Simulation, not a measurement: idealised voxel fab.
Title: Process Module voxel transistor to metal
Xsec cut, 260 nm wide, square cell size 5 nm.
Cross-section format: a grid of square cells, given as bands from top to bottom; each band is one or more rows of cells.
Heads up on the band format: heights come first, top then bottom, in nm. After that it's the materials left to right, each with its width in nm. A single material flagged "everywhere" fills the whole band edge to edge, and "air" means there's empty space there.
Heights are expressed relative to 0, this being the level below which the as-received wafer comprises one material exclusively. The lowest band is unbounded in the downward direction and is denoted as in "z 0 and below".
The two numbers in a width such as "30->40" mark its ends across the band: the first belongs to the top row of cells, the second to the bottom row, and from each row to the next the width moves by the same amount.
Where a step carries "nothing got changed", the cross-section came out of it unchanged, cell for cell.
If an empty space has no open way to the top and is at least 8 cells in size, "Enclosed empty spaces" lists it, written width x height at distance, where distance is measured from the left edge and every value is in nm.
Past the settings on a step's line: simulator remark, on that step.
A step's line can hold "overlay nm"; with a mask on that step, the setting says how far right of the planned place the mask lay, while a negative setting says it lay to the left.
[The process steps that were planned are listed below]
step 1: op RECEIVE | material Si
step 2: op CONFORMAL_DEP | material SiO2 | thk nm 5
step 3: op CONFORMAL_DEP | material SiN | thk nm 15
step 4: op DIRECTIONAL_DEP | material aC | thk nm 15
step 5: op PATTERN | tone cover | mask id ACTIVE | material resist | width nm 105 | pitch nm 125 | thk nm 35 | overlay nm 0
step 6: op DIRECTIONAL_ETCH | etch materials aC | depth nm 15
step 7: op STRIP | etch materials resist
step 8: op DIRECTIONAL_ETCH | etch materials SiN | depth nm 15
step 9: op DIRECTIONAL_ETCH | etch materials SiO2 | depth nm 5
step 10: op DIRECTIONAL_ETCH | etch materials Si | depth nm 30
step 11: op STRIP | etch materials aC
step 12: op FILL_DEP | material SiO2 | thk nm 10
step 13: op CMP | height nm 20
step 14: op SELECTIVE_ETCH | etch materials SiO2 | depth nm 5
step 15: op STRIP | etch materials SiN
step 16: op SELECTIVE_ETCH | etch materials SiO2 | depth nm 5
step 17: op OXIDIZE | depth nm 5
step 18: op DIRECTIONAL_DEP | material polySi | thk nm 25
step 19: op DIRECTIONAL_DEP | material SiCN | thk nm 5
step 20: op MASKED_ETCH | tone cover | mask id GATE | width nm 15 | pitch nm 125 | etch materials SiCN | depth nm 20 | overlay nm 0
step 21: op MASKED_ETCH | tone cover | mask id GATE | width nm 15 | pitch nm 125 | etch materials polySi | depth nm 35 | overlay nm 0
step 22: op CONFORMAL_DEP | material SiN | thk nm 5
step 23: op DIRECTIONAL_ETCH | etch materials SiN | depth nm 5
step 24: op DIRECTIONAL_ETCH | etch materials SiO2 | depth nm 5
step 25: op EPI | material nSi | thk nm 5
step 26: op FILL_DEP | material SiO2 | thk nm 10
step 27: op CMP | height nm 35
step 28: op DIRECTIONAL_DEP | material SiO2 | thk nm 10
step 29: op DIRECTIONAL_DEP | material aC | thk nm 10
step 30: op PATTERN | tone open | mask id CONTACT | material resist | width nm 20 | thk nm 25 | overlay nm 0
step 31: op DIRECTIONAL_ETCH | etch materials aC | depth nm 10
step 32: op STRIP | etch materials resist
step 33: op DIRECTIONAL_ETCH | etch materials SiO2 | depth nm 45
step 34: op STRIP | etch materials aC
step 35: op CONFORMAL_DEP | material TiN | thk nm 5
step 36: op FILL_DEP | material W | thk nm 10
step 37: op CMP | height nm 45
step 38: op DIRECTIONAL_DEP | material TiN | thk nm 5
step 39: op DIRECTIONAL_DEP | material W | thk nm 20
step 40: op MASKED_ETCH | tone cover | mask id METAL_1 | width nm 20 | etch materials W | depth nm 20 | overlay nm 0
step 41: op MASKED_ETCH | tone cover | mask id METAL_1 | width nm 20 | etch materials TiN | depth nm 5 | overlay nm 0
step 42: op FILL_DEP | material lowk | thk nm 5
step 43: op CMP | height nm 70
step 44: op CONFORMAL_DEP | material SiCN | thk nm 5
step 45: op DIRECTIONAL_DEP | material SiO2 | thk nm 25
step 46: op PATTERN | tone open | mask id METAL_2 | material resist | width nm 20 | pitch nm 125 | thk nm 15 | overlay nm 0
step 47: op DIRECTIONAL_ETCH | etch materials SiO2 | depth nm 15
step 48: op STRIP | etch materials resist
step 49: op PATTERN | tone open | mask id METAL_2_HOLES | material resist | width nm 15 | pitch nm 125 | thk nm 20 | overlay nm 0
step 50: op DIRECTIONAL_ETCH | etch materials SiO2 | depth nm 10
step 51: op DIRECTIONAL_ETCH | etch materials SiCN | depth nm 5
step 52: op STRIP | etch materials resist
step 53: op CONFORMAL_DEP | material TiN | thk nm 5
step 54: op FILL_DEP | material Ru | thk nm 10
step 55: op CMP | height nm 100
step 56: op CONFORMAL_DEP | material SiN | thk nm 5
Every wafer here starts from the same state; it is the step 19 thk nm that distinguishes them, and the value the plan gives belongs to the first wafer.
[The first of several wafers, as received after step 1, seen in section]
    z 0 and below: Si everywhere
    Enclosed empty spaces: none
[Heads up, this table goes wafer by wafer. A row tells you, at the end of the module, how many cells of each material that wafer has put on (+) or dropped (-) since it was received, and then its closed voids]
thk nm 5, +14 Ru, -102 Si, +52 SiCN, +84 SiN, +550 SiO2, +124 TiN, +128 W, +180 lowk, +32 nSi, +30 polySi, Enclosed empty spaces: none
thk nm 10, +14 Ru, -102 Si, +58 SiCN, +88 SiN, +540 SiO2, +124 TiN, +128 W, +180 lowk, +32 nSi, +30 polySi, Enclosed empty spaces: none
thk nm 15, +14 Ru, -102 Si, +58 SiCN, +88 SiN, +540 SiO2, +124 TiN, +128 W, +180 lowk, +32 nSi, +30 polySi, Enclosed empty spaces: none
thk nm 20, +14 Ru, -102 Si, +58 SiCN, +88 SiN, +540 SiO2, +124 TiN, +128 W, +180 lowk, +32 nSi, +30 polySi, Enclosed empty spaces: none
thk nm 25, +14 Ru, -102 Si, +98 SiCN, +60 SiN, +426 SiO2, +76 TiN, +80 W, +180 lowk, +260 polySi, Enclosed empty spaces: none
